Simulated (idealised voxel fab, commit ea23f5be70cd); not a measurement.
process module | voxel self aligned contacts
cross-section cut | 255 nm wide | cells 5 nm
A cross-section is a grid of square cells, given in bands from the top down. A band is one or more rows of cells.
Each band's line starts with the height of the band's top and of its bottom, in nm. Then come its materials from left to right, each with its width in nm. One material with "throughout" fills the band from edge to edge. "air" is empty space.
Height 0 is the level under which the wafer as received is all one material. The lowest band goes on downwards, as in "0 down".
A width such as "30 to 40" changes by the same amount from each row of cells to the next, from the band's top row to its bottom row.
"no change" after a step means that no cell of the cross-section changed.
closed voids: empty space of 8 cells or more with no open way to the top, each as width x height at its distance from the left edge, in nm
after a step's settings: what the simulator itself notes on the step
overlay nm, on a step with a mask: how far to the right of its planned place the mask lay; to the left if negative
plan
1 op RECEIVE | material Si
2 op OXIDIZE | depth nm 5
3 op DIRECTIONAL_DEP | material polySi | thk nm 20
4 op DIRECTIONAL_DEP | material SiN | thk nm 25
5 op DIRECTIONAL_DEP | material aC | thk nm 10
6 op PATTERN | tone cover | mask id GATE | material resist | width nm 30 | pitch nm 65 | thk nm 25 | overlay nm 0
7 op DIRECTIONAL_ETCH | etch materials aC | depth nm 10
8 op STRIP | etch materials resist
9 op DIRECTIONAL_ETCH | etch materials SiN | depth nm 25
10 op DIRECTIONAL_ETCH | etch materials polySi | depth nm 20
11 op STRIP | etch materials aC
12 op CONFORMAL_DEP | material SiN | thk nm 10
13 op DIRECTIONAL_ETCH | etch materials SiN | depth nm 10
14 op FILL_DEP | material SiO2 | thk nm 10
15 op CMP | height nm 50
16 op MASKED_ETCH | tone open | mask id CONTACT | width nm 45 | etch materials SiO2 | depth nm 55 | overlay nm 0
17 op CONFORMAL_DEP | material TiN | thk nm 5
18 op FILL_DEP | material Ru | thk nm 5
19 op CMP | height nm 50
20 op CONFORMAL_DEP | material SiCN | thk nm 5
first wafer, as planned
as received, after step 1
  0 down: Si throughout
  closed voids: none
after step 2
  0 to -5: SiO2 throughout
  below -5: unchanged
after step 3
  20 to 0: polySi throughout
  below 0: unchanged
after step 4
  45 to 20: SiN throughout
  below 20: unchanged
after step 5
  55 to 45: aC throughout
  below 45: unchanged
after step 6
  80 to 55: air 80 | resist 30 | air 35 | resist 30 | air 80
  below 55: unchanged
after step 7
  70 to 55: air 80 | resist 30 | air 35 | resist 30 | air 80
  55 to 45: air 80 | aC 30 | air 35 | aC 30 | air 80
  below 45: unchanged
after step 8
  55 to 45: air 80 | aC 30 | air 35 | aC 30 | air 80
  below 45: unchanged
after step 9
  55 to 45: air 80 | aC 30 | air 35 | aC 30 | air 80
  45 to 20: air 80 | SiN 30 | air 35 | SiN 30 | air 80
  below 20: unchanged
after step 10
  55 to 45: air 80 | aC 30 | air 35 | aC 30 | air 80
  45 to 20: air 80 | SiN 30 | air 35 | SiN 30 | air 80
  20 to 0: air 80 | polySi 30 | air 35 | polySi 30 | air 80
  below 0: unchanged
after step 11
  45 to 20: air 80 | SiN 30 | air 35 | SiN 30 | air 80
  below 20: unchanged
after step 12
  55 to 20: air 70 | SiN 50 | air 15 | SiN 50 | air 70
  20 to 10: air 70 | SiN 10 | polySi 30 | SiN 10 | air 15 | SiN 10 | polySi 30 | SiN 10 | air 70
  10 to 0: SiN 80 | polySi 30 | SiN 35 | polySi 30 | SiN 80
  below 0: unchanged
after step 13
  45 to 20: air 70 | SiN 50 | air 15 | SiN 50 | air 70
  20 to 0: air 70 | SiN 10 | polySi 30 | SiN 10 | air 15 | SiN 10 | polySi 30 | SiN 10 | air 70
  below 0: unchanged
after step 14
  55 to 45: SiO2 throughout
  45 to 20: SiO2 70 | SiN 50 | SiO2 15 | SiN 50 | SiO2 70
  20 to 0: SiO2 70 | SiN 10 | polySi 30 | SiN 10 | SiO2 15 | SiN 10 | polySi 30 | SiN 10 | SiO2 70
  below 0: unchanged
after step 15
  50 to 45: SiO2 throughout
  below 45: unchanged
after step 16
  50 to 45: SiO2 105 | air 45 | SiO2 105
  45 to 20: SiO2 70 | SiN 50 | air 15 | SiN 50 | SiO2 70
  20 to 0: SiO2 70 | SiN 10 | polySi 30 | SiN 10 | air 15 | SiN 10 | polySi 30 | SiN 10 | SiO2 70
  0 to -5: SiO2 120 | air 15 | SiO2 120
  below -5: unchanged
after step 17
  55 to 50: TiN 110 | air 35 | TiN 110
  50 to 45: SiO2 105 | TiN 20 | air 5 | TiN 20 | SiO2 105
  45 to 20: SiO2 70 | SiN 50 | TiN 5 | air 5 | TiN 5 | SiN 50 | SiO2 70
  20 to 0: SiO2 70 | SiN 10 | polySi 30 | SiN 10 | TiN 5 | air 5 | TiN 5 | SiN 10 | polySi 30 | SiN 10 | SiO2 70
  0 to -5: SiO2 120 | TiN 15 | SiO2 120
  below -5: unchanged
after step 18
  60 to 55: Ru throughout
  55 to 50: TiN 110 | Ru 35 | TiN 110
  50 to 45: SiO2 105 | TiN 20 | Ru 5 | TiN 20 | SiO2 105
  45 to 20: SiO2 70 | SiN 50 | TiN 5 | Ru 5 | TiN 5 | SiN 50 | SiO2 70
  20 to 0: SiO2 70 | SiN 10 | polySi 30 | SiN 10 | TiN 5 | Ru 5 | TiN 5 | SiN 10 | polySi 30 | SiN 10 | SiO2 70
  below 0: unchanged
after step 19
  50 to 45: SiO2 105 | TiN 20 | Ru 5 | TiN 20 | SiO2 105
  below 45: unchanged
after step 20
  55 to 50: SiCN throughout
  below 50: unchanged
second wafer: like start, like plan, one mistake. Through step 11 it matches the first wafer
when step 12 should have ended
  35 to 20: air 80 | SiN 30 | air 35 | SiN 30 | air 80
  below 20: unchanged
when step 13 should have ended
  45 to 20: air 70 | SiN 50 | air 15 | SiN 50 | air 70
  20 to 10: air 70 | SiN 10 | polySi 30 | SiN 10 | air 15 | SiN 10 | polySi 30 | SiN 10 | air 70
  10 to 0: SiN 80 | polySi 30 | SiN 35 | polySi 30 | SiN 80
  below 0: unchanged
when step 14 should have ended
  55 to 45: SiO2 throughout
  45 to 20: SiO2 70 | SiN 50 | SiO2 15 | SiN 50 | SiO2 70
  20 to 10: SiO2 70 | SiN 10 | polySi 30 | SiN 10 | SiO2 15 | SiN 10 | polySi 30 | SiN 10 | SiO2 70
  below 10: unchanged
when step 15 should have ended
  50 to 45: SiO2 throughout
  below 45: unchanged
when step 16 should have ended
  50 to 45: SiO2 105 | air 45 | SiO2 105
  45 to 20: SiO2 70 | SiN 50 | air 15 | SiN 50 | SiO2 70
  20 to 10: SiO2 70 | SiN 10 | polySi 30 | SiN 10 | air 15 | SiN 10 | polySi 30 | SiN 10 | SiO2 70
  below 10: unchanged
when step 17 should have ended
  55 to 50: TiN 110 | air 35 | TiN 110
  50 to 45: SiO2 105 | TiN 20 | air 5 | TiN 20 | SiO2 105
  45 to 20: SiO2 70 | SiN 50 | TiN 5 | air 5 | TiN 5 | SiN 50 | SiO2 70
  20 to 15: SiO2 70 | SiN 10 | polySi 30 | SiN 10 | TiN 5 | air 5 | TiN 5 | SiN 10 | polySi 30 | SiN 10 | SiO2 70
  15 to 10: SiO2 70 | SiN 10 | polySi 30 | SiN 10 | TiN 15 | SiN 10 | polySi 30 | SiN 10 | SiO2 70
  below 10: unchanged
when step 18 should have ended
  60 to 55: Ru throughout
  55 to 50: TiN 110 | Ru 35 | TiN 110
  50 to 45: SiO2 105 | TiN 20 | Ru 5 | TiN 20 | SiO2 105
  45 to 20: SiO2 70 | SiN 50 | TiN 5 | Ru 5 | TiN 5 | SiN 50 | SiO2 70
  20 to 15: SiO2 70 | SiN 10 | polySi 30 | SiN 10 | TiN 5 | Ru 5 | TiN 5 | SiN 10 | polySi 30 | SiN 10 | SiO2 70
  below 15: unchanged
when step 19 should have ended
  50 to 45: SiO2 105 | TiN 20 | Ru 5 | TiN 20 | SiO2 105
  below 45: unchanged
when step 20 should have ended
  55 to 50: SiCN throughout
  below 50: unchanged
what went wrong: steps 12 and 13 were swapped
at the end the second wafer has, in cells: 3 fewer of Ru | 62 more of SiN | 53 fewer of SiO2 | 6 fewer of TiN
